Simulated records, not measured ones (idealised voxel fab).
process module | voxel wiring stack
cross-section cut | 265 nm wide | cells 5 nm
A cross-section is a grid of square cells, given in bands from the top down. A band is one or more rows of cells.
Each band's line starts with the height of the band's top and of its bottom, in nm. Then come its materials from left to right, each with its width in nm. One material with "throughout" fills the band from edge to edge. "air" is empty space.
Height 0 is the level under which the wafer as received is all one material. The lowest band goes on downwards, as in "0 down".
A width such as "30 to 40" changes by the same amount from each row of cells to the next, from the band's top row to its bottom row.
"no change" after a step means that no cell of the cross-section changed.
closed voids: empty space of 8 cells or more with no open way to the top, each as width x height at its distance from the left edge, in nm
after a step's settings: what the simulator itself notes on the step
overlay nm, on a step with a mask: how far to the right of its planned place the mask lay; to the left if negative
plan
1 op RECEIVE | material Si
2 op CONFORMAL_DEP | material SiO2 | thk nm 15
3 op CONFORMAL_DEP | material SiN | thk nm 5
4 op DIRECTIONAL_DEP | material lowk | thk nm 25
5 op DIRECTIONAL_DEP | material aC | thk nm 10
6 op PATTERN | tone open | mask id METAL_1 | material resist | width nm 25 | pitch nm 45 | thk nm 25 | overlay nm 0
7 op DIRECTIONAL_ETCH | etch materials aC | depth nm 10
8 op STRIP | etch materials resist
9 op DIRECTIONAL_ETCH | etch materials lowk | depth nm 25
10 op DIRECTIONAL_ETCH | etch materials SiN | depth nm 5
11 op STRIP | etch materials aC
12 op CONFORMAL_DEP | material TiN | thk nm 5
13 op FILL_DEP | material Cu | thk nm 10
14 op CMP | height nm 45
15 op CONFORMAL_DEP | material SiCN | thk nm 5
16 op DIRECTIONAL_DEP | material SiO2 | thk nm 10
17 op DIRECTIONAL_DEP | material aC | thk nm 10
18 op PATTERN | tone open | mask id PLUG_1 | material resist | width nm 15 | thk nm 25 | overlay nm 0
19 op DIRECTIONAL_ETCH | etch materials aC | depth nm 10
20 op STRIP | etch materials resist
21 op DIRECTIONAL_ETCH | etch materials SiO2 | depth nm 10
22 op DIRECTIONAL_ETCH | etch materials SiCN | depth nm 5
23 op STRIP | etch materials aC
24 op CONFORMAL_DEP | material TiN | thk nm 5
25 op FILL_DEP | material Ru | thk nm 10
26 op CMP | height nm 60
27 op CONFORMAL_DEP | material SiN | thk nm 5
28 op DIRECTIONAL_DEP | material SiO2 | thk nm 15
29 op MASKED_ETCH | tone open | mask id METAL_2 | width nm 25 | pitch nm 45 | etch materials SiO2 | depth nm 15 | overlay nm 0
30 op MASKED_ETCH | tone open | mask id METAL_2 | width nm 25 | pitch nm 45 | etch materials SiN | depth nm 5 | overlay nm 0
31 op CONFORMAL_DEP | material TiN | thk nm 5
32 op FILL_DEP | material W | thk nm 10
33 op CMP | height nm 80
34 op CONFORMAL_DEP | material SiCN | thk nm 5
35 op DIRECTIONAL_DEP | material lowk | thk nm 20
36 op MASKED_ETCH | tone open | mask id PLUG_2 | width nm 15 | pitch nm 45 | etch materials lowk | depth nm 20 | overlay nm 0
37 op MASKED_ETCH | tone open | mask id PLUG_2 | width nm 15 | pitch nm 45 | etch materials SiCN | depth nm 5 | overlay nm 0
38 op CONFORMAL_DEP | material TiN | thk nm 5
39 op FILL_DEP | material W | thk nm 10
40 op CMP | height nm 105
41 op CONFORMAL_DEP | material SiN | thk nm 5
42 op DIRECTIONAL_DEP | material SiO2 | thk nm 20
43 op DIRECTIONAL_DEP | material aC | thk nm 15
44 op PATTERN | tone open | mask id METAL_3 | material resist | width nm 25 | pitch nm 45 | thk nm 30 | overlay nm 0
45 op DIRECTIONAL_ETCH | etch materials aC | depth nm 15
46 op STRIP | etch materials resist
47 op DIRECTIONAL_ETCH | etch materials SiO2 | depth nm 20
48 op DIRECTIONAL_ETCH | etch materials SiN | depth nm 5
49 op STRIP | etch materials aC
50 op CONFORMAL_DEP | material TiN | thk nm 5
51 op FILL_DEP | material W | thk nm 10
52 op CMP | height nm 130
53 op EPI | material Ru | thk nm 5
54 op FILL_DEP | material SiCN | thk nm 5
as received, after step 1
  0 down: Si throughout
  closed voids: none
a wafer at the end: this start, this plan, one mistake
  140 to 135: SiCN throughout
  135 to 130: SiCN 90 | Ru 35 | SiCN 10 | Ru 35 | SiCN 95
  130 to 110: SiO2 95 | TiN 5 | W 15 | TiN 5 | SiO2 20 | TiN 5 | W 15 | TiN 5 | SiO2 100
  110 to 105: SiN 95 | TiN 25 | SiN 20 | TiN 25 | SiN 100
  105 to 85: lowk 95 | TiN 5 | W 5 | TiN 5 | lowk 30 | TiN 5 | W 5 | TiN 5 | lowk 110
  85 to 80: SiCN 95 | TiN 15 | SiCN 30 | TiN 15 | SiCN 110
  80 to 65: SiO2 95 | TiN 5 | W 15 | TiN 5 | SiO2 20 | TiN 5 | W 15 | TiN 5 | SiO2 100
  65 to 60: SiN 95 | TiN 25 | SiN 20 | TiN 25 | SiN 100
  60 to 50: SiO2 95 | TiN 5 | Ru 5 | TiN 5 | SiO2 155
  50 to 45: SiCN 95 | TiN 15 | SiCN 155
  45 to 40: TiN 100 | Cu 15 | TiN 30 | Cu 15 | TiN 105
  40 to 20: lowk 95 | TiN 5 | Cu 15 | TiN 5 | lowk 20 | TiN 5 | Cu 15 | TiN 5 | lowk 100
  20 to 15: lowk 95 | TiN 25 | lowk 20 | TiN 25 | lowk 100
  15 to 0: SiO2 throughout
  0 down: Si throughout
  closed voids: none
what went wrong: step 3 was left out
